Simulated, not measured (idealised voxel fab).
The process module that follows is named voxel self aligned contacts.
FYI the section here is cut, 160 nm wide, cells are 5 nm squares.
Square cells in a grid make up a cross-section in this document, and the grid is given as bands, listed from the top down, each one or more rows of cells.
The band entry comprises the height of the band's top followed by the height of its bottom, expressed in nm, and subsequently the band's materials from left to right, each stated together with its width in nm. Where a single material is marked with the word "all across", that material fills the band from edge to edge. The word "air" represents empty space.
Height reference: 0 = level under which incoming wafer is all one material. Lowest band: no bottom, runs on downward, e.g. "z 0 and below".
Width spec "30->40" -> top row of cells at first value, bottom row at second value, equal per-row change in between.
It should be understood that the words "remained the same", when stated for a given step, signify that the cross-section underwent no change in any of its cells during that step.
"Fully enclosed voids" lists enclosed empty spaces (at least 8 cells, no open path upward to the top), each as width x height at distance from the left edge, in nm.
If you see something after the settings on a step's line, that's the simulator's own remark about that step.
"overlay nm" denotes, for a step that has a mask, the displacement of the mask to the right of its planned place, with negative values corresponding to the left.
In what follows, pairs of cross-sections are presented, each taken before and after one process step, with the after cross-section shown only down to the lowest band that was altered; the step, together with its settings, is stated below the pair. The pairs may stem from different runs of this module on the same starting wafer; accordingly, a pair should be taken as continuing from the one above it solely where its entry headed "State before" indicates as much.
-- State before
* z 60 to 35 = air (35) / SiN (25) / air (40) / SiN (25) / air (35)
* z 35 to 5 = air (35) / polySi (25) / air (40) / polySi (25) / air (35)
* z 5 to 0 = polySi all across
* z 0 to -5 = SiO2 all across
* z -5 and below = Si all across
* Fully enclosed voids: none
-- Cut View, Post-Step
* z 70 to 35 = air (25) / SiN (45) / air (20) / SiN (45) / air (25)
* z 35 to 15 = air (25) / SiN (10) / polySi (25) / SiN (10) / air (20) / SiN (10) / polySi (25) / SiN (10) / air (25)
* z 15 to 5 = SiN (35) / polySi (25) / SiN (40) / polySi (25) / SiN (35)
* Rest of section, below 5: as before.
* Fully enclosed voids: none
Step, pre vs post cross-sections above: CONFORMAL_DEP | material SiN | thk nm 10
State before: per the after cross-section of the pair just above.
-- Cut View, Post-Step
* z 60 to 35 = air (25) / SiN (45) / air (20) / SiN (45) / air (25)
* z 35 to 5 = air (25) / SiN (10) / polySi (25) / SiN (10) / air (20) / SiN (10) / polySi (25) / SiN (10) / air (25)
* Rest of section, below 5: as before.
* Fully enclosed voids: none
Step, pre vs post cross-sections above: DIRECTIONAL_ETCH | etch materials SiN | depth nm 10
State before: per the after cross-section of the pair just above.
-- Cut View, Post-Step
* z 80 to 60 = SiO2 all across
* z 60 to 35 = SiO2 (25) / SiN (45) / SiO2 (20) / SiN (45) / SiO2 (25)
* z 35 to 5 = SiO2 (25) / SiN (10) / polySi (25) / SiN (10) / SiO2 (20) / SiN (10) / polySi (25) / SiN (10) / SiO2 (25)
* Rest of section, below 5: as before.
* Fully enclosed voids: none
Step, pre vs post cross-sections above: FILL_DEP | material SiO2 | thk nm 20
State before: per the after cross-section of the pair just above.
-- Cut View, Post-Step
* z 65 to 60 = SiO2 all across
* Rest of section, below 60: as before.
* Fully enclosed voids: none
Step, pre vs post cross-sections above: CMP | height nm 65
State before: per the after cross-section of the pair just above.
-- Cut View, Post-Step
* z 65 to 60 = SiO2 (55) / air (50) / SiO2 (55)
* z 60 to 35 = SiO2 (25) / SiN (45) / air (20) / SiN (45) / SiO2 (25)
* z 35 to 5 = SiO2 (25) / SiN (10) / polySi (25) / SiN (10) / air (20) / SiN (10) / polySi (25) / SiN (10) / SiO2 (25)
* Rest of section, below 5: as before.
* Fully enclosed voids: none
Step, pre vs post cross-sections above: MASKED_ETCH | tone open | mask id CONTACT | width nm 50 | etch materials SiO2 | depth nm 70 | overlay nm 0
State before: per the after cross-section of the pair just above.
-- Cut View, Post-Step
* z 70 to 65 = TiN (60) / air (40) / TiN (60)
* z 65 to 60 = SiO2 (55) / TiN (20) / air (10) / TiN (20) / SiO2 (55)
* z 60 to 35 = SiO2 (25) / SiN (45) / TiN (5) / air (10) / TiN (5) / SiN (45) / SiO2 (25)
* z 35 to 10 = SiO2 (25) / SiN (10) / polySi (25) / SiN (10) / TiN (5) / air (10) / TiN (5) / SiN (10) / polySi (25) / SiN (10) / SiO2 (25)
* z 10 to 5 = SiO2 (25) / SiN (10) / polySi (25) / SiN (10) / TiN (20) / SiN (10) / polySi (25) / SiN (10) / SiO2 (25)
* Rest of section, below 5: as before.
* Fully enclosed voids: none
Step, pre vs post cross-sections above: CONFORMAL_DEP | material TiN | thk nm 5
State before: per the after cross-section of the pair just above.
-- Cut View, Post-Step
* z 75 to 70 = Ru all across
* z 70 to 65 = TiN (60) / Ru (40) / TiN (60)
* z 65 to 60 = SiO2 (55) / TiN (20) / Ru (10) / TiN (20) / SiO2 (55)
* z 60 to 35 = SiO2 (25) / SiN (45) / TiN (5) / Ru (10) / TiN (5) / SiN (45) / SiO2 (25)
* z 35 to 10 = SiO2 (25) / SiN (10) / polySi (25) / SiN (10) / TiN (5) / Ru (10) / TiN (5) / SiN (10) / polySi (25) / SiN (10) / SiO2 (25)
* Rest of section, below 10: as before.
* Fully enclosed voids: none
Step, pre vs post cross-sections above: FILL_DEP | material Ru | thk nm 5
State before: per the after cross-section of the pair just above.
-- Cut View, Post-Step
* z 65 to 60 = SiO2 (55) / TiN (20) / Ru (10) / TiN (20) / SiO2 (55)
* Rest of section, below 60: as before.
* Fully enclosed voids: none
Step, pre vs post cross-sections above: CMP | height nm 65
State before: per the after cross-section of the pair just above.
-- Cut View, Post-Step
* z 70 to 65 = SiN all across
* Rest of section, below 65: as before.
* Fully enclosed voids: none
Step, pre vs post cross-sections above: CONFORMAL_DEP | material SiN | thk nm 5
-- State before
* z 65 to 55 = SiO2 all across
* z 55 to 30 = SiO2 (25) / SiN (45) / SiO2 (20) / SiN (45) / SiO2 (25)
* z 30 to 0 = SiO2 (25) / SiN (10) / polySi (25) / SiN (10) / SiO2 (20) / SiN (10) / polySi (25) / SiN (10) / SiO2 (25)
* z 0 to -5 = SiO2 all across
* z -5 and below = Si all across
* Fully enclosed voids: none
-- Cut View, Post-Step
* z 65 to 55 = SiO2 (60) / air (45) / SiO2 (55)
* z 55 to 30 = SiO2 (25) / SiN (45) / air (20) / SiN (45) / SiO2 (25)
* z 30 to 0 = SiO2 (25) / SiN (10) / polySi (25) / SiN (10) / air (20) / SiN (10) / polySi (25) / SiN (10) / SiO2 (25)
* z 0 to -5 = SiO2 (70) / air (20) / SiO2 (70)
* Rest of section, below -5: as before.
* Fully enclosed voids: none
Step, pre vs post cross-sections above: MASKED_ETCH | tone open | mask id CONTACT | width nm 45 | etch materials SiO2 | depth nm 70 | overlay nm 0
State before: per the after cross-section of the pair just above.
-- Cut View, Post-Step
* z 70 to 65 = TiN (65) / air (35) / TiN (60)
* z 65 to 55 = SiO2 (60) / TiN (5->15) / air (35->10) / TiN (5->20) / SiO2 (55)
* z 55 to 30 = SiO2 (25) / SiN (45) / TiN (5) / air (10) / TiN (5) / SiN (45) / SiO2 (25)
* z 30 to 0 = SiO2 (25) / SiN (10) / polySi (25) / SiN (10) / TiN (5) / air (10) / TiN (5) / SiN (10) / polySi (25) / SiN (10) / SiO2 (25)
* z 0 to -5 = SiO2 (70) / TiN (20) / SiO2 (70)
* Rest of section, below -5: as before.
* Fully enclosed voids: none
Step, pre vs post cross-sections above: CONFORMAL_DEP | material TiN | thk nm 5
State before: per the after cross-section of the pair just above.
-- Cut View, Post-Step
* z 75 to 70 = Ru all across
* z 70 to 65 = TiN (65) / Ru (35) / TiN (60)
* z 65 to 55 = SiO2 (60) / TiN (5->15) / Ru (35->10) / TiN (5->20) / SiO2 (55)
* z 55 to 30 = SiO2 (25) / SiN (45) / TiN (5) / Ru (10) / TiN (5) / SiN (45) / SiO2 (25)
* z 30 to 0 = SiO2 (25) / SiN (10) / polySi (25) / SiN (10) / TiN (5) / Ru (10) / TiN (5) / SiN (10) / polySi (25) / SiN (10) / SiO2 (25)
* Rest of section, below 0: as before.
* Fully enclosed voids: none
Step, pre vs post cross-sections above: FILL_DEP | material Ru | thk nm 5
State before: per the after cross-section of the pair just above.
-- Cut View, Post-Step
* z 65 to 55 = SiO2 (60) / TiN (5->15) / Ru (35->10) / TiN (5->20) / SiO2 (55)
* Rest of section, below 55: as before.
* Fully enclosed voids: none
Step, pre vs post cross-sections above: CMP | height nm 65
State before: per the after cross-section of the pair just above.
-- Cut View, Post-Step
* z 70 to 65 = SiN all across
* Rest of section, below 65: as before.
* Fully enclosed voids: none
Step, pre vs post cross-sections above: CONFORMAL_DEP | material SiN | thk nm 5
-- State before
* z 65 to 55 = SiO2 all across
* z 55 to 30 = SiO2 (25) / SiN (45) / SiO2 (20) / SiN (45) / SiO2 (25)
* z 30 to 0 = SiO2 (25) / SiN (10) / polySi (25) / SiN (10) / SiO2 (20) / SiN (10) / polySi (25) / SiN (10) / SiO2 (25)
* z 0 to -5 = SiO2 all across
* z -5 and below = Si all across
* Fully enclosed voids: none
-- Cut View, Post-Step
* z 65 to 55 = SiO2 (65) / air (50) / SiO2 (45)
* z 55 to 30 = SiO2 (25) / SiN (45) / air (20) / SiN (45) / SiO2 (25)
* z 30 to 0 = SiO2 (25) / SiN (10) / polySi (25) / SiN (10) / air (20) / SiN (10) / polySi (25) / SiN (10) / SiO2 (25)
* z 0 to -5 = SiO2 (70) / air (20) / SiO2 (70)
* Rest of section, below -5: as before.
* Fully enclosed voids: none
Step, pre vs post cross-sections above: MASKED_ETCH | tone open | mask id CONTACT | width nm 50 | etch materials SiO2 | depth nm 70 | overlay nm 10
State before: per the after cross-section of the pair just above.
-- Cut View, Post-Step
* z 70 to 65 = TiN (70) / air (40) / TiN (50)
* z 65 to 55 = SiO2 (65) / TiN (5->10) / air (40->10) / TiN (5->30) / SiO2 (45)
* z 55 to 30 = SiO2 (25) / SiN (45) / TiN (5) / air (10) / TiN (5) / SiN (45) / SiO2 (25)
* z 30 to 0 = SiO2 (25) / SiN (10) / polySi (25) / SiN (10) / TiN (5) / air (10) / TiN (5) / SiN (10) / polySi (25) / SiN (10) / SiO2 (25)
* z 0 to -5 = SiO2 (70) / TiN (20) / SiO2 (70)
* Rest of section, below -5: as before.
* Fully enclosed voids: none
Step, pre vs post cross-sections above: CONFORMAL_DEP | material TiN | thk nm 5
State before: per the after cross-section of the pair just above.
-- Cut View, Post-Step
* z 75 to 70 = Ru all across
* z 70 to 65 = TiN (70) / Ru (40) / TiN (50)
* z 65 to 55 = SiO2 (65) / TiN (5->10) / Ru (40->10) / TiN (5->30) / SiO2 (45)
* z 55 to 30 = SiO2 (25) / SiN (45) / TiN (5) / Ru (10) / TiN (5) / SiN (45) / SiO2 (25)
* z 30 to 0 = SiO2 (25) / SiN (10) / polySi (25) / SiN (10) / TiN (5) / Ru (10) / TiN (5) / SiN (10) / polySi (25) / SiN (10) / SiO2 (25)
* Rest of section, below 0: as before.
* Fully enclosed voids: none
Step, pre vs post cross-sections above: FILL_DEP | material Ru | thk nm 5
State before: per the after cross-section of the pair just above.
-- Cut View, Post-Step
* z 65 to 55 = SiO2 (65) / TiN (5->10) / Ru (40->10) / TiN (5->30) / SiO2 (45)
* Rest of section, below 55: as before.
* Fully enclosed voids: none
Step, pre vs post cross-sections above: CMP | height nm 65
State before: per the after cross-section of the pair just above.
-- Cut View, Post-Step
* z 70 to 65 = SiN all across
* Rest of section, below 65: as before.
* Fully enclosed voids: none
Step, pre vs post cross-sections above: CONFORMAL_DEP | material SiN | thk nm 5
-- State before
* z 0 to -5 = SiO2 all across
* z -5 and below = Si all across
* Fully enclosed voids: none
-- Cut View, Post-Step
* z 30 to 0 = SiN all across
* Rest of section, below 0: as before.
* Fully enclosed voids: none
Step, pre vs post cross-sections above: DIRECTIONAL_DEP | material SiN | thk nm 30
State before: per the after cross-section of the pair just above.
-- Cut View, Post-Step
* z 55 to 0 = SiN all across
* Rest of section, below 0: as before.
* Fully enclosed voids: none
Step, pre vs post cross-sections above: DIRECTIONAL_DEP | material SiN | thk nm 25
State before: per the after cross-section of the pair just above.
-- Cut View, Post-Step
* z 70 to 55 = aC all across
* Rest of section, below 55: as before.
* Fully enclosed voids: none
Step, pre vs post cross-sections above: DIRECTIONAL_DEP | material aC | thk nm 15
State before: per the after cross-section of the pair just above.
-- Cut View, Post-Step
* z 105 to 70 = air (35) / resist (25) / air (40) / resist (25) / air (35)
* Rest of section, below 70: as before.
* Fully enclosed voids: none
Step, pre vs post cross-sections above: PATTERN | tone cover | mask id GATE | material resist | width nm 25 | pitch nm 65 | thk nm 35 | overlay nm 0
State before: per the after cross-section of the pair just above.
-- Cut View, Post-Step
* z 90 to 70 = air (35) / resist (25) / air (40) / resist (25) / air (35)
* z 70 to 55 = air (35) / aC (25) / air (40) / aC (25) / air (35)
* Rest of section, below 55: as before.
* Fully enclosed voids: none
Step, pre vs post cross-sections above: DIRECTIONAL_ETCH | etch materials aC | depth nm 15
State before: per the after cross-section of the pair just above.
-- Cut View, Post-Step
* z 70 to 55 = air (35) / aC (25) / air (40) / aC (25) / air (35)
* Rest of section, below 55: as before.
* Fully enclosed voids: none
Step, pre vs post cross-sections above: STRIP | etch materials resist
State before: per the after cross-section of the pair just above.
-- Cut View, Post-Step
* z 70 to 55 = air (35) / aC (25) / air (40) / aC (25) / air (35)
* z 55 to 30 = air (35) / SiN (25) / air (40) / SiN (25) / air (35)
* Rest of section, below 30: as before.
* Fully enclosed voids: none
Step, pre vs post cross-sections above: DIRECTIONAL_ETCH | etch materials SiN | depth nm 25
State before: per the after cross-section of the pair just above.
-- Cut View, Post-Step
* z 55 to 30 = air (35) / SiN (25) / air (40) / SiN (25) / air (35)
* Rest of section, below 30: as before.
* Fully enclosed voids: none
Step, pre vs post cross-sections above: STRIP | etch materials aC
State before: per the after cross-section of the pair just above.
-- Cut View, Post-Step
* z 65 to 40 = air (25) / SiN (45) / air (20) / SiN (45) / air (25)
* z 40 to 0 = SiN all across
* Rest of section, below 0: as before.
* Fully enclosed voids: none
Step, pre vs post cross-sections above: CONFORMAL_DEP | material SiN | thk nm 10
State before: per the after cross-section of the pair just above.
-- Cut View, Post-Step
* z 55 to 30 = air (25) / SiN (45) / air (20) / SiN (45) / air (25)
* Rest of section, below 30: as before.
* Fully enclosed voids: none
Step, pre vs post cross-sections above: DIRECTIONAL_ETCH | etch materials SiN | depth nm 10
State before: per the after cross-section of the pair just above.
-- Cut View, Post-Step
* z 75 to 55 = SiO2 all across
* z 55 to 30 = SiO2 (25) / SiN (45) / SiO2 (20) / SiN (45) / SiO2 (25)
* Rest of section, below 30: as before.
* Fully enclosed voids: none
Step, pre vs post cross-sections above: FILL_DEP | material SiO2 | thk nm 20
State before: per the after cross-section of the pair just above.
-- Cut View, Post-Step
* z 65 to 55 = SiO2 all across
* Rest of section, below 55: as before.
* Fully enclosed voids: none
Step, pre vs post cross-sections above: CMP | height nm 65
State before: per the after cross-section of the pair just above.
-- Cut View, Post-Step
* z 65 to 55 = SiO2 (55) / air (50) / SiO2 (55)
* z 55 to 30 = SiO2 (25) / SiN (45) / air (20) / SiN (45) / SiO2 (25)
* Rest of section, below 30: as before.
* Fully enclosed voids: none
Step, pre vs post cross-sections above: MASKED_ETCH | tone open | mask id CONTACT | width nm 50 | etch materials SiO2 | depth nm 70 | overlay nm 0
State before: per the after cross-section of the pair just above.
-- Cut View, Post-Step
* z 70 to 65 = TiN (60) / air (40) / TiN (60)
* z 65 to 55 = SiO2 (55) / TiN (5->20) / air (40->10) / TiN (5->20) / SiO2 (55)
* z 55 to 35 = SiO2 (25) / SiN (45) / TiN (5) / air (10) / TiN (5) / SiN (45) / SiO2 (25)
* z 35 to 30 = SiO2 (25) / SiN (45) / TiN (20) / SiN (45) / SiO2 (25)
* Rest of section, below 30: as before.
* Fully enclosed voids: none
Step, pre vs post cross-sections above: CONFORMAL_DEP | material TiN | thk nm 5
State before: per the after cross-section of the pair just above.
-- Cut View, Post-Step
* z 75 to 70 = Ru all across
* z 70 to 65 = TiN (60) / Ru (40) / TiN (60)
* z 65 to 55 = SiO2 (55) / TiN (5->20) / Ru (40->10) / TiN (5->20) / SiO2 (55)
* z 55 to 35 = SiO2 (25) / SiN (45) / TiN (5) / Ru (10) / TiN (5) / SiN (45) / SiO2 (25)
* Rest of section, below 35: as before.
* Fully enclosed voids: none
Step, pre vs post cross-sections above: FILL_DEP | material Ru | thk nm 5
State before: per the after cross-section of the pair just above.
-- Cut View, Post-Step
* z 65 to 55 = SiO2 (55) / TiN (5->20) / Ru (40->10) / TiN (5->20) / SiO2 (55)
* Rest of section, below 55: as before.
* Fully enclosed voids: none
Step, pre vs post cross-sections above: CMP | height nm 65
State before: per the after cross-section of the pair just above.
-- Cut View, Post-Step
* z 70 to 65 = SiN all across
* Rest of section, below 65: as before.
* Fully enclosed voids: none
Step, pre vs post cross-sections above: CONFORMAL_DEP | material SiN | thk nm 5
-- State before
* z 65 to 55 = SiO2 all across
* z 55 to 30 = SiO2 (25) / SiN (45) / SiO2 (20) / SiN (45) / SiO2 (25)
* z 30 to 0 = SiO2 (25) / SiN (10) / polySi (25) / SiN (10) / SiO2 (20) / SiN (10) / polySi (25) / SiN (10) / SiO2 (25)
* z 0 to -5 = SiO2 all across
* z -5 and below = Si all across
* Fully enclosed voids: none
-- Cut View, Post-Step
* z 65 to 55 = air (55) / SiO2 (50) / air (55)
* z 55 to 30 = air (25) / SiN (45) / SiO2 (20) / SiN (45) / air (25)
* z 30 to 0 = air (25) / SiN (10) / polySi (25) / SiN (10) / SiO2 (20) / SiN (10) / polySi (25) / SiN (10) / air (25)
* z 0 to -5 = air (25) / SiO2 (110) / air (25)
* Rest of section, below -5: as before.
* Fully enclosed voids: none
Step, pre vs post cross-sections above: MASKED_ETCH | tone cover | mask id CONTACT | width nm 50 | etch materials SiO2 | depth nm 70 | overlay nm 0
State before: per the after cross-section of the pair just above.
-- Cut View, Post-Step
* z 70 to 65 = air (50) / TiN (60) / air (50)
* z 65 to 55 = air (50->20) / TiN (5->35) / SiO2 (50) / TiN (5->35) / air (50->20)
* z 55 to 30 = air (20) / TiN (5) / SiN (45) / SiO2 (20) / SiN (45) / TiN (5) / air (20)
* z 30 to 0 = air (20) / TiN (5) / SiN (10) / polySi (25) / SiN (10) / SiO2 (20) / SiN (10) / polySi (25) / SiN (10) / TiN (5) / air (20)
* z 0 to -5 = TiN (25) / SiO2 (110) / TiN (25)
* Rest of section, below -5: as before.
* Fully enclosed voids: none
Step, pre vs post cross-sections above: CONFORMAL_DEP | material TiN | thk nm 5
State before: per the after cross-section of the pair just above.
-- Cut View, Post-Step
* z 75 to 70 = Ru all across
* z 70 to 65 = Ru (50) / TiN (60) / Ru (50)
* z 65 to 55 = Ru (50->20) / TiN (5->35) / SiO2 (50) / TiN (5->35) / Ru (50->20)
* z 55 to 30 = Ru (20) / TiN (5) / SiN (45) / SiO2 (20) / SiN (45) / TiN (5) / Ru (20)
* z 30 to 0 = Ru (20) / TiN (5) / SiN (10) / polySi (25) / SiN (10) / SiO2 (20) / SiN (10) / polySi (25) / SiN (10) / TiN (5) / Ru (20)
* Rest of section, below 0: as before.
* Fully enclosed voids: none
Step, pre vs post cross-sections above: FILL_DEP | material Ru | thk nm 5
State before: per the after cross-section of the pair just above.
-- Cut View, Post-Step
* z 65 to 55 = Ru (50->20) / TiN (5->35) / SiO2 (50) / TiN (5->35) / Ru (50->20)
* Rest of section, below 55: as before.
* Fully enclosed voids: none
Step, pre vs post cross-sections above: CMP | height nm 65
State before: per the after cross-section of the pair just above.
-- Cut View, Post-Step
* z 70 to 65 = SiN all across
* Rest of section, below 65: as before.
* Fully enclosed voids: none
Step, pre vs post cross-sections above: CONFORMAL_DEP | material SiN | thk nm 5
